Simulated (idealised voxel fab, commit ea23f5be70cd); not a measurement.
Process module in this document: voxel double patterning
Square cells of 5 nm make up the cross-section cut, whose width is 250 nm.
A cross-section is a grid of square cells, given in bands from the top down. A band is one or more rows of cells.
This entry defines a band. It first specifies the height of the band's top and the height of its bottom in nm, and then specifies the band's materials from left to right, stating each material with its width in nm. The word "edge to edge" identifies a single material that fills the band from edge to edge, while the word "air" identifies empty space.
Measure heights from 0. That's the level where, below it, the as-received wafer is all one material. The lowest band is bottomless and extends downward; write it as in "0 -> down".
The width entry "30..40" should be interpreted row by row: the top row of cells in the band takes the first number, the bottom row takes the second number, and the change between adjacent rows is uniform throughout.
Where a step carries "nothing got changed", the cross-section came out of it unchanged, cell for cell.
Closed-off voids of 8+ cells (no open route to the top) go in "Voids, enclosed", written width x height at distance from the left edge, in nm.
Heads up: the bit after the settings on a step's line is the simulator's remark on that step.
For masked steps, "overlay nm" on the step line gives how far right of plan the mask actually lay; a minus sign means it lay to the left.

**Set out below are the planned steps of the process**
1: RECEIVE [material Si]
2: CONFORMAL_DEP [material SiN] [thk nm 10]
3: DIRECTIONAL_DEP [material SiO2] [thk nm 20]
4: DIRECTIONAL_DEP [material SiCN] [thk nm 10]
5: MASKED_ETCH [tone open] [mask id FIRST] [width nm 15] [pitch nm 50] [etch materials SiCN] [depth nm 10] [overlay nm 0]
6: DIRECTIONAL_DEP [material aC] [thk nm 10]
7: PATTERN [tone open] [mask id SECOND] [material resist] [width nm 15] [pitch nm 50] [thk nm 30] [overlay nm 0]
8: DIRECTIONAL_ETCH [etch materials aC] [depth nm 10]
9: STRIP [etch materials resist]
10: DIRECTIONAL_ETCH [etch materials SiCN] [depth nm 10]
11: STRIP [etch materials aC]
12: DIRECTIONAL_ETCH [etch materials SiO2] [depth nm 20]
13: STRIP [etch materials SiCN]

**First of two wafers, with the run carried out as planned**

**The cross-section here shows the wafer as received, i.e. in its state after step 1**
* 0 -> down: Si edge to edge
* Voids, enclosed: none

**How the wafer stands in section after step 2**
* 10 -> 0: SiN edge to edge
* Everything below 0 is unchanged.

**How the wafer stands in section after step 3**
* 30 -> 10: SiO2 edge to edge
* Everything below 10 is unchanged.

**How the wafer stands in section after step 4**
* 40 -> 30: SiCN edge to edge
* Everything below 30 is unchanged.

**How the wafer stands in section after step 5**
* 40 -> 30: SiCN (65); air (15); SiCN (35); air (15); SiCN (35); air (15); SiCN (70)
* Everything below 30 is unchanged.

**How the wafer stands in section after step 6**
* 50 -> 40: aC (65); air (15); aC (35); air (15); aC (35); air (15); aC (70)
* 40 -> 30: SiCN (65); aC (15); SiCN (35); aC (15); SiCN (35); aC (15); SiCN (70)
* Everything below 30 is unchanged.

**How the wafer stands in section after step 7**
* 80 -> 50: resist (90); air (15); resist (35); air (15); resist (95)
* 50 -> 40: aC (65); resist (15); aC (35); resist (15); aC (35); resist (15); aC (70)
* Everything below 40 is unchanged.

**How the wafer stands in section after step 8**
* 70 -> 50: resist (90); air (15); resist (35); air (15); resist (95)
* 50 -> 40: aC (65); resist (15); aC (10); air (15); aC (10); resist (15); aC (10); air (15); aC (10); resist (15); aC (70)
* Everything below 40 is unchanged.

**How the wafer stands in section after step 9**
* 50 -> 40: aC (65); air (15); aC (10); air (15); aC (10); air (15); aC (10); air (15); aC (10); air (15); aC (70)
* Everything below 40 is unchanged.

**How the wafer stands in section after step 10**
* 50 -> 40: aC (65); air (15); aC (10); air (15); aC (10); air (15); aC (10); air (15); aC (10); air (15); aC (70)
* 40 -> 30: SiCN (65); aC (15); SiCN (10); air (15); SiCN (10); aC (15); SiCN (10); air (15); SiCN (10); aC (15); SiCN (70)
* Everything below 30 is unchanged.

**How the wafer stands in section after step 11**
* 40 -> 30: SiCN (65); air (15); SiCN (10); air (15); SiCN (10); air (15); SiCN (10); air (15); SiCN (10); air (15); SiCN (70)
* Everything below 30 is unchanged.

**How the wafer stands in section after step 12**
* 40 -> 30: SiCN (65); air (15); SiCN (10); air (15); SiCN (10); air (15); SiCN (10); air (15); SiCN (10); air (15); SiCN (70)
* 30 -> 10: SiO2 (65); air (15); SiO2 (10); air (15); SiO2 (10); air (15); SiO2 (10); air (15); SiO2 (10); air (15); SiO2 (70)
* Everything below 10 is unchanged.

**How the wafer stands in section after step 13**
* 30 -> 10: SiO2 (65); air (15); SiO2 (10); air (15); SiO2 (10); air (15); SiO2 (10); air (15); SiO2 (10); air (15); SiO2 (70)
* Everything below 10 is unchanged.

**Second wafer, same starting state and plan as the first, one mistake in the run, identical through step 1**

**Second wafer cross-section, taken as of the time the plan sets for step 2 to be done**
* 20 -> 0: SiO2 edge to edge
* Everything below 0 is unchanged.

**Second wafer cross-section, taken as of the time the plan sets for step 3 to be done**
* 30 -> 20: SiN edge to edge
* Everything below 20 is unchanged.

**Second wafer cross-section, taken as of the time the plan sets for step 4 to be done**
* 40 -> 30: SiCN edge to edge
* Everything below 30 is unchanged.

**Second wafer cross-section, taken as of the time the plan sets for step 5 to be done**
* 40 -> 30: SiCN (65); air (15); SiCN (35); air (15); SiCN (35); air (15); SiCN (70)
* Everything below 30 is unchanged.

**Second wafer cross-section, taken as of the time the plan sets for step 6 to be done**
* 50 -> 40: aC (65); air (15); aC (35); air (15); aC (35); air (15); aC (70)
* 40 -> 30: SiCN (65); aC (15); SiCN (35); aC (15); SiCN (35); aC (15); SiCN (70)
* Everything below 30 is unchanged.

**Second wafer cross-section, taken as of the time the plan sets for step 7 to be done**
* 80 -> 50: resist (90); air (15); resist (35); air (15); resist (95)
* 50 -> 40: aC (65); resist (15); aC (35); resist (15); aC (35); resist (15); aC (70)
* Everything below 40 is unchanged.

**Second wafer cross-section, taken as of the time the plan sets for step 8 to be done**
* 70 -> 50: resist (90); air (15); resist (35); air (15); resist (95)
* 50 -> 40: aC (65); resist (15); aC (10); air (15); aC (10); resist (15); aC (10); air (15); aC (10); resist (15); aC (70)
* Everything below 40 is unchanged.

**Second wafer cross-section, taken as of the time the plan sets for step 9 to be done**
* 50 -> 40: aC (65); air (15); aC (10); air (15); aC (10); air (15); aC (10); air (15); aC (10); air (15); aC (70)
* Everything below 40 is unchanged.

**Second wafer cross-section, taken as of the time the plan sets for step 10 to be done**
* 50 -> 40: aC (65); air (15); aC (10); air (15); aC (10); air (15); aC (10); air (15); aC (10); air (15); aC (70)
* 40 -> 30: SiCN (65); aC (15); SiCN (10); air (15); SiCN (10); aC (15); SiCN (10); air (15); SiCN (10); aC (15); SiCN (70)
* Everything below 30 is unchanged.

**Second wafer cross-section, taken as of the time the plan sets for step 11 to be done**
* 40 -> 30: SiCN (65); air (15); SiCN (10); air (15); SiCN (10); air (15); SiCN (10); air (15); SiCN (10); air (15); SiCN (70)
* Everything below 30 is unchanged.

Second wafer cross-section, taken as of the time the plan sets for step 12 to be done: nothing got changed

**Second wafer cross-section, taken as of the time the plan sets for step 13 to be done**
* 30 -> 20: SiN edge to edge
* Everything below 20 is unchanged.
It is concluded that the wafer was processed incorrectly with respect to the plan, in that steps 2 and 3 swapped
Final wafer comparison in cells, second versus first, more or fewer per material: 60 more of SiO2
